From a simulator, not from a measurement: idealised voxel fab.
process module | voxel transistor to metal
cross-section cut | 190 nm wide | cells 5 nm
A cross-section is a grid of square cells, given in bands from the top down. A band is one or more rows of cells.
Each band's line starts with the height of the band's top and of its bottom, in nm. Then come its materials from left to right, each with its width in nm. One material with "throughout" fills the band from edge to edge. "air" is empty space.
Height 0 is the level under which the wafer as received is all one material. The lowest band goes on downwards, as in "0 down".
A width such as "30 to 40" changes by the same amount from each row of cells to the next, from the band's top row to its bottom row.
"no change" after a step means that no cell of the cross-section changed.
closed voids: empty space of 8 cells or more with no open way to the top, each as width x height at its distance from the left edge, in nm
after a step's settings: what the simulator itself notes on the step
overlay nm, on a step with a mask: how far to the right of its planned place the mask lay; to the left if negative
plan
1 op RECEIVE | material Si
2 op OXIDIZE | depth nm 5
3 op CONFORMAL_DEP | material SiN | thk nm 15
4 op MASKED_ETCH | tone cover | mask id ACTIVE | width nm 105 | etch materials SiN | depth nm 15 | overlay nm 0
5 op MASKED_ETCH | tone cover | mask id ACTIVE | width nm 105 | etch materials SiO2 | depth nm 5 | overlay nm 0
6 op MASKED_ETCH | tone cover | mask id ACTIVE | width nm 105 | etch materials Si | depth nm 30 | overlay nm 0
7 op OXIDIZE | depth nm 5
8 op FILL_DEP | material SiO2 | thk nm 10
9 op CMP | height nm 15
10 op SELECTIVE_ETCH | etch materials SiO2 | depth nm 5
11 op STRIP | etch materials SiN
12 op SELECTIVE_ETCH | etch materials SiO2 | depth nm 5
13 op OXIDIZE | depth nm 5
14 op DIRECTIONAL_DEP | material polySi | thk nm 20
15 op DIRECTIONAL_DEP | material SiCN | thk nm 10
16 op MASKED_ETCH | tone cover | mask id GATE | width nm 15 | etch materials SiCN | depth nm 20 | overlay nm 0
17 op MASKED_ETCH | tone cover | mask id GATE | width nm 15 | etch materials polySi | depth nm 30 | overlay nm 0
18 op CONFORMAL_DEP | material SiO2 | thk nm 5
19 op DIRECTIONAL_ETCH | etch materials SiO2 | depth nm 5
20 op CONFORMAL_DEP | material SiN | thk nm 5
21 op DIRECTIONAL_ETCH | etch materials SiN | depth nm 5
22 op DIRECTIONAL_ETCH | etch materials SiO2 | depth nm 5
23 op DIRECTIONAL_ETCH | etch materials Si | depth nm 15
24 op EPI | material nSi | thk nm 15
25 op FILL_DEP | material SiO2 | thk nm 10
26 op CMP | height nm 25
27 op DIRECTIONAL_DEP | material SiO2 | thk nm 10
28 op DIRECTIONAL_DEP | material aC | thk nm 10
29 op PATTERN | tone open | mask id CONTACT | material resist | width nm 30 | pitch nm 55 | thk nm 30 | overlay nm 0
30 op DIRECTIONAL_ETCH | etch materials aC | depth nm 10
31 op STRIP | etch materials resist
32 op DIRECTIONAL_ETCH | etch materials SiO2 | depth nm 45
33 op STRIP | etch materials aC
34 op CONFORMAL_DEP | material TiN | thk nm 5
35 op FILL_DEP | material W | thk nm 10
36 op CMP | height nm 35
37 op DIRECTIONAL_DEP | material TiN | thk nm 5
38 op DIRECTIONAL_DEP | material Ru | thk nm 15
39 op PATTERN | tone cover | mask id METAL_1 | material resist | width nm 15 | pitch nm 70 | thk nm 20 | overlay nm 0
40 op DIRECTIONAL_ETCH | etch materials Ru | depth nm 15
41 op DIRECTIONAL_ETCH | etch materials TiN | depth nm 5
42 op STRIP | etch materials resist
43 op CONFORMAL_DEP | material SiN | thk nm 5
44 op FILL_DEP | material SiO2 | thk nm 5
45 op CMP | height nm 55
46 op CONFORMAL_DEP | material SiCN | thk nm 5
47 op DIRECTIONAL_DEP | material SiO2 | thk nm 30
48 op DIRECTIONAL_DEP | material aC | thk nm 15
49 op PATTERN | tone open | mask id METAL_2 | material resist | width nm 15 | pitch nm 70 | thk nm 30 | overlay nm 0
50 op DIRECTIONAL_ETCH | etch materials aC | depth nm 15
51 op STRIP | etch materials resist
52 op DIRECTIONAL_ETCH | etch materials SiO2 | depth nm 20
53 op STRIP | etch materials aC
54 op MASKED_ETCH | tone open | mask id METAL_2_HOLES | width nm 15 | pitch nm 70 | etch materials SiO2 | depth nm 10 | overlay nm 0
55 op MASKED_ETCH | tone open | mask id METAL_2_HOLES | width nm 15 | pitch nm 70 | etch materials SiCN | depth nm 5 | overlay nm 0
56 op CONFORMAL_DEP | material TiN | thk nm 5
57 op FILL_DEP | material Cu | thk nm 5
58 op CMP | height nm 90
59 op CONFORMAL_DEP | material SiCN | thk nm 5
as received, after step 1
  0 down: Si throughout
  closed voids: none
first wafer at the end, as planned
  95 to 90: SiCN throughout
  90 to 60: SiO2 50 | TiN 5 | Cu 5 | TiN 5 | SiO2 55 | TiN 5 | Cu 5 | TiN 5 | SiO2 55
  60 to 55: SiCN 50 | TiN 15 | SiCN 55 | TiN 15 | SiCN 55
  55 to 40: SiO2 45 | SiN 5 | Ru 15 | SiN 5 | SiO2 45 | SiN 5 | Ru 15 | SiN 5 | SiO2 50
  40 to 35: SiN 50 | TiN 15 | SiN 55 | TiN 15 | SiN 55
  35 to 25: SiO2 50 | TiN 5 | W 20 to 15 | TiN 5 to 10 | SiO2 25 | TiN 5 to 10 | W 20 to 15 | TiN 5 | SiO2 55
  25 to 15: SiO2 50 | TiN 5 | W 15 | TiN 5 | SiN 5 | SiO2 5 | SiCN 15 | SiO2 5 | SiN 5 | TiN 5 | W 15 | TiN 5 | SiO2 55
  15 to 10: SiO2 50 | TiN 5 | W 15 | TiN 5 | SiN 5 | SiO2 5 | polySi 15 | SiO2 5 | SiN 5 | TiN 5 | W 15 | TiN 5 | SiO2 55
  10 to 5: SiO2 50 | TiN 25 | SiN 5 | SiO2 5 | polySi 15 | SiO2 5 | SiN 5 | TiN 25 | SiO2 55
  5 to -5: SiO2 40 | SiN 5 | SiO2 5 | TiN 10 | nSi 15 | SiN 5 | SiO2 5 | polySi 15 | SiO2 5 | SiN 5 | nSi 15 | TiN 10 | SiO2 5 | SiN 5 | SiO2 45
  -5 to -10: SiO2 50 | TiN 10 | nSi 15 | SiO2 35 | nSi 15 | TiN 10 | SiO2 55
  -10 to -25: SiO2 45 | nSi 30 | Si 35 | nSi 30 | SiO2 50
  -25 to -40: SiO2 45 | Si 95 | SiO2 50
  -40 down: Si throughout
  closed voids: none
second wafer at the end: like start, like plan, one mistake
  95 to 90: SiCN throughout
  90 to 60: SiO2 50 | TiN 5 | Cu 5 | TiN 5 | SiO2 55 | TiN 5 | Cu 5 | TiN 5 | SiO2 55
  60 to 55: SiCN 50 | TiN 15 | SiCN 55 | TiN 15 | SiCN 55
  55 to 40: SiO2 45 | SiN 5 | Ru 15 | SiN 5 | SiO2 45 | SiN 5 | Ru 15 | SiN 5 | SiO2 50
  40 to 35: SiN 50 | TiN 15 | SiN 55 | TiN 15 | SiN 55
  35 to 25: SiO2 50 | TiN 5 | W 20 | TiN 5 | SiO2 25 | TiN 5 | W 20 | TiN 5 | SiO2 55
  25 to 15: SiO2 50 | TiN 5 | W 20 | TiN 5 | SiN 5 | SiCN 15 | SiN 5 | TiN 5 | W 20 | TiN 5 | SiO2 55
  15 to 5: SiO2 50 | TiN 5 | W 20 to 5 | TiN 5 to 20 | SiN 5 | polySi 15 | SiN 5 | TiN 5 to 20 | W 20 to 5 | TiN 5 | SiO2 55
  5 to 0: SiO2 50 | TiN 5 | W 5 | TiN 5 | nSi 15 | SiN 5 | polySi 15 | SiN 5 | nSi 15 | TiN 5 | W 5 | TiN 5 | SiO2 55
  0 to -5: SiO2 35 | SiN 5 | SiO2 10 | TiN 5 | W 5 | TiN 5 | nSi 15 | SiN 5 | polySi 15 | SiN 5 | nSi 15 | TiN 5 | W 5 | TiN 5 | SiO2 10 | SiN 5 | SiO2 40
  -5 to -10: SiO2 35 | SiN 5 | SiO2 10 | TiN 15 | nSi 15 | SiN 5 | SiO2 15 | SiN 5 | nSi 15 | TiN 15 | SiO2 10 | SiN 5 | SiO2 40
  -10 to -15: SiO2 40 | nSi 40 | Si 25 | nSi 40 | SiO2 45
  -15 to -25: SiO2 45 | nSi 35 | Si 25 | nSi 35 | SiO2 50
  -25 to -40: SiO2 45 | Si 95 | SiO2 50
  -40 down: Si throughout
  closed voids: none
what went wrong: step 18 was left out
at the end the second wafer has, in cells: 6 fewer of Si | 2 more of SiN | 18 fewer of SiO2 | 14 more of W | 8 more of nSi
